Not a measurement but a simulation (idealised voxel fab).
Process module in this document: voxel gate over fins
Each square cell in cross-section cut measures 5 nm, and the section as a whole is 185 nm wide.
Cross-section = grid of square cells, listed top down in bands; band = one or more rows.
Heights first: top, then bottom, in nm. Then materials, left to right, each with a width in nm. "full width" on a single material: fills the band edge to edge. "air": empty space.
Note: height 0 marks the level under which the wafer is uniformly one material as received. Lowest band unbounded below, written "z 0 and below".
The width entry "30->40" should be interpreted row by row: the top row of cells in the band takes the first number, the bottom row takes the second number, and the change between adjacent rows is uniform throughout.
You'll sometimes find "nothing different" written for a step, and that's the way of saying that nowhere in the cross-section did a cell change during that step.
"Fully closed voids": empty spaces of 8 cells or more with no open way to the top, each given as width x height at distance, distance from the left edge, all in nm.
If you see something after the settings on a step's line, that's the simulator's own remark about that step.
overlay nm: right-of-plan distance of the mask on a masked step; negative values mean left-of-plan.

[Steps in the process plan]
1: RECEIVE | material Si
2: CONFORMAL_DEP | material SiN | thk nm 10
3: PATTERN | tone cover | mask id FINS | material resist | width nm 15 | pitch nm 45 | thk nm 20 | overlay nm 0
4: DIRECTIONAL_ETCH | etch materials SiN | depth nm 10
5: DIRECTIONAL_ETCH | etch materials Si | depth nm 35
6: STRIP | etch materials resist
7: FILL_DEP | material SiO2 | thk nm 5
8: CMP | height nm 10
9: SELECTIVE_ETCH | etch materials SiO2 | depth nm 20
10: STRIP | etch materials SiN
11: CONFORMAL_DEP | material HfO2 | thk nm 5
12: CONFORMAL_DEP | material TiN | thk nm 5
13: CONFORMAL_DEP | material TiAl | thk nm 5
14: CONFORMAL_DEP | material TiN | thk nm 5
15: FILL_DEP | material W | thk nm 15
16: CMP | height nm 30
17: CONFORMAL_DEP | material SiN | thk nm 5
Wafers differ in width nm at step 3; plan lists the first wafer's value; identical starting state.

[This is how the first of several wafers looked in cross-section when it arrived, which is after step 1]
    z 0 and below | Si full width
    Fully closed voids: none

[End of the module, past its last step, step 17: how the first of several wafers looks in cross-section]
    z 35 to 30 | SiN full width
    z 30 to 20 | W full width
    z 20 to 15 | W: 40; TiN: 100; W: 45
    z 15 to 10 | W: 40; TiN: 5; TiAl: 90; TiN: 5; W: 45
    z 10 to 5 | TiN: 45; TiAl: 5; TiN: 35; TiAl: 10; TiN: 35; TiAl: 5; TiN: 50
    z 5 to 0 | TiAl: 50; TiN: 5; HfO2: 25; TiN: 5; TiAl: 10; TiN: 5; HfO2: 25; TiN: 5; TiAl: 55
    z 0 to -5 | TiN: 55; HfO2: 5; Si: 15; HfO2: 5; TiN: 20; HfO2: 5; Si: 15; HfO2: 5; TiN: 60
    z -5 to -10 | HfO2: 60; Si: 15; HfO2: 30; Si: 15; HfO2: 65
    z -10 to -35 | SiO2: 60; Si: 15; SiO2: 30; Si: 15; SiO2: 65
    z -35 and below | Si full width
    Fully closed voids: none

[Module end, final wafer: cross-section]
    z 35 to 30 | SiN full width
    z 30 to 20 | W full width
    z 20 to 15 | W: 35; TiN: 115; W: 35
    z 15 to 10 | W: 35; TiN: 5; TiAl: 105; TiN: 5; W: 35
    z 10 to 5 | TiN: 40; TiAl: 5; TiN: 95; TiAl: 5; TiN: 40
    z 5 to 0 | TiAl: 45; TiN: 5; HfO2: 40; TiN: 5; HfO2: 40; TiN: 5; TiAl: 45
    z 0 to -5 | TiN: 50; HfO2: 5; Si: 30; HfO2: 5; TiN: 5; HfO2: 5; Si: 30; HfO2: 5; TiN: 50
    z -5 to -10 | HfO2: 55; Si: 30; HfO2: 15; Si: 30; HfO2: 55
    z -10 to -35 | SiO2: 55; Si: 30; SiO2: 15; Si: 30; SiO2: 55
    z -35 and below | Si full width
    Fully closed voids: none

[Per wafer (row), end of module: delta in cells per material since receipt, (+) for gained, (-) for lost; closed voids after that]
width nm 15; +45 HfO2; -217 Si; +37 SiN; +155 SiO2; +45 TiAl; +86 TiN; +108 W; Fully closed voids: none
width nm 20; +45 HfO2; -203 Si; +37 SiN; +145 SiO2; +43 TiAl; +86 TiN; +106 W; Fully closed voids: none
width nm 25; +45 HfO2; -189 Si; +37 SiN; +135 SiO2; +41 TiAl; +86 TiN; +104 W; Fully closed voids: none
width nm 30; +45 HfO2; -175 Si; +37 SiN; +125 SiO2; +41 TiAl; +84 TiN; +102 W; Fully closed voids: none
